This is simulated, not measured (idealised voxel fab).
The name of this process module is voxel double patterning.
Displayed cross-section: cut, width of 180 nm, square cells sized 5 nm.
Bands, listed from the top down, are how a cross-section gets written in this document; the cross-section itself is a grid of square cells, and a band is one or more rows of them.
Look at the band entry: it leads with the top's height and the bottom's height in nm. Then it lists the materials left to right, with a width in nm for each. The word "all across" on a single material says that material fills the band edge to edge. The word "blank" is empty space.
Heights are measured from 0, the level below which the as-received wafer is all one material; the lowest band has no bottom and continues downward, written as in "top 0, no bottom".
A width such as "30 to 40" changes by the same amount from each row of cells to the next, from the band's top row to its bottom row.
What does "left unchanged" mean for a step? It means no cell of the cross-section changed in that step.
Basically, "Closed cavity list" tells you about the enclosed voids: empty spaces with no open way to the top, 8 cells or bigger, each written width x height at distance, where distance is from the left edge, all in nm.
Post-settings text on a step line: simulator's own remark regarding the step.
On any step carrying a mask, the "overlay nm" setting, if present on the step's line, tells how far right of its planned place the mask lay; negative values point to the left.
**Set out below are the planned steps of the process**
- 1: RECEIVE [material Si]
- 2: CONFORMAL_DEP [material SiO2] [thk nm 10]
- 3: DIRECTIONAL_DEP [material polySi] [thk nm 5]
- 4: DIRECTIONAL_DEP [material SiCN] [thk nm 5]
- 5: MASKED_ETCH [tone open] [mask id FIRST] [width nm 15] [pitch nm 50] [etch materials SiCN] [depth nm 5] [overlay nm 0]
- 6: MASKED_ETCH [tone open] [mask id SECOND] [width nm 15] [etch materials SiCN] [depth nm 5] [overlay nm 0]
- 7: DIRECTIONAL_ETCH [etch materials polySi] [depth nm 10]
- 8: STRIP [etch materials SiCN]
The wafers are alike at the start. At step 3, their thk nm differs. The plan lists the first wafer's value.
**As received, i.e. after step 1: cross-section through the first of several wafers**
- top 0, no bottom | Si all across
- Closed cavity list: none
**Here's the first of several wafers in cross-section, end of the module, after the last step, step 8**
- top 15, bottom 10 | 55 of polySi; 15 of blank; 10 of polySi; 15 of blank; 10 of polySi; 15 of blank; 60 of polySi
- top 10, bottom 0 | SiO2 all across
- top 0, no bottom | Si all across
- Closed cavity list: none
**A cross-section through the last wafer at the close of the module**
- top 35, bottom 25 | 55 of polySi; 15 of blank; 10 of polySi; 15 of blank; 10 of polySi; 15 of blank; 60 of polySi
- top 25, bottom 10 | polySi all across
- top 10, bottom 0 | SiO2 all across
- top 0, no bottom | Si all across
- Closed cavity list: none
**Heads up, this table goes wafer by wafer. A row tells you, at the end of the module, how many cells of each material that wafer has put on (+) or dropped (-) since it was received, and then its closed voids**
thk nm 5 | +72 SiO2 | +27 polySi | Closed cavity list: none
thk nm 10 | +72 SiO2 | +54 polySi | Closed cavity list: none
thk nm 15 | +72 SiO2 | +90 polySi | Closed cavity list: none
thk nm 20 | +72 SiO2 | +126 polySi | Closed cavity list: none
thk nm 25 | +72 SiO2 | +162 polySi | Closed cavity list: none
